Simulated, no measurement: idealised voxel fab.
voxel fin reveal: a process module
It is cross-section cut that appears here, measuring 245 nm in width, its square cells being 5 nm in size.
Cross-sections here: square-cell grids, written as top-down lists of bands, a band being one or more rows of cells. Read a band's entry like this: the first values are the height of its top and the height of its bottom in nm, and what follows is the sequence of materials from left to right, each with its width in nm. Note that "air" is empty space, and that a single material marked "edge to edge" reaches across the band from edge to edge. Counting heights begins at 0, where everything beneath is, in the wafer as received, one material. The lowest band has no bottom; it goes on downwards, as "0 nm and below" shows. You'd read "30->40" like this: the band's top row of cells is as wide as the first number, its bottom row is as wide as the second, and going down, every row changes width by the same amount as the row before did. "remained the same" (step): cross-section cells unchanged, all of them. Closed-off voids of 8+ cells (no open route to the top) go in "closed voids", written width x height at distance from the left edge, in nm. That trailing text on a step's line, after the settings, is the simulator's own remark on the step. "overlay nm" on a masked step: distance the mask lay right of its planned place, negative for left.
-- Set out below are the planned steps of the process
1 RECEIVE [material Si]
2 CONFORMAL_DEP [material SiN] [thk nm 10]
3 PATTERN [tone cover] [mask id FINS] [material resist] [width nm 15] [pitch nm 40] [thk nm 15] [overlay nm 0]
4 DIRECTIONAL_ETCH [etch materials SiN] [depth nm 10]
5 DIRECTIONAL_ETCH [etch materials Si] [depth nm 40]
6 STRIP [etch materials resist]
7 OXIDIZE [depth nm 5]
8 FILL_DEP [material SiO2] [thk nm 10]
9 CMP [height nm 10]
10 SELECTIVE_ETCH [etch materials SiO2] [depth nm 35]
11 STRIP [etch materials SiN]
12 CONFORMAL_DEP [material HfO2] [thk nm 5]
-- as received, after step 1
0 nm and below = Si edge to edge
closed voids: none
-- Here's the cross-section of the first of our two wafers at the end of the module - it ran as planned
5 nm to 0 nm = air 75  HfO2 15  air 25  HfO2 15  air 25  HfO2 15  air 75
0 nm to -20 nm = air 75  HfO2 5  Si 5  HfO2 5  air 25  HfO2 5  Si 5  HfO2 5  air 25  HfO2 5  Si 5  HfO2 5  air 75
-20 nm to -25 nm = HfO2 80  Si 5  HfO2 35  Si 5  HfO2 35  Si 5  HfO2 80
-25 nm to -45 nm = SiO2 80  Si 5  SiO2 35  Si 5  SiO2 35  Si 5  SiO2 80
-45 nm and below = Si edge to edge
closed voids: none
-- Here is the second of the two wafers cut open at the end of the module - same start, same plan as the first one, but we made one mistake running it
5 nm to 0 nm = air 75  HfO2 15  air 25  HfO2 15  air 25  HfO2 15  air 75
0 nm to -40 nm = air 75  HfO2 5  Si 5  HfO2 5  air 25  HfO2 5  Si 5  HfO2 5  air 25  HfO2 5  Si 5  HfO2 5  air 75
-40 nm to -45 nm = HfO2 80  Si 5  HfO2 35  Si 5  HfO2 35  Si 5  HfO2 80
-45 nm and below = Si edge to edge
closed voids: none
The mistake made against the process plan was this: execution of plan step 10 occurred twice
Looking at both finished wafers in cells, the second ends up ahead of or behind the first on some materials: 24 more of HfO2; 184 fewer of SiO2
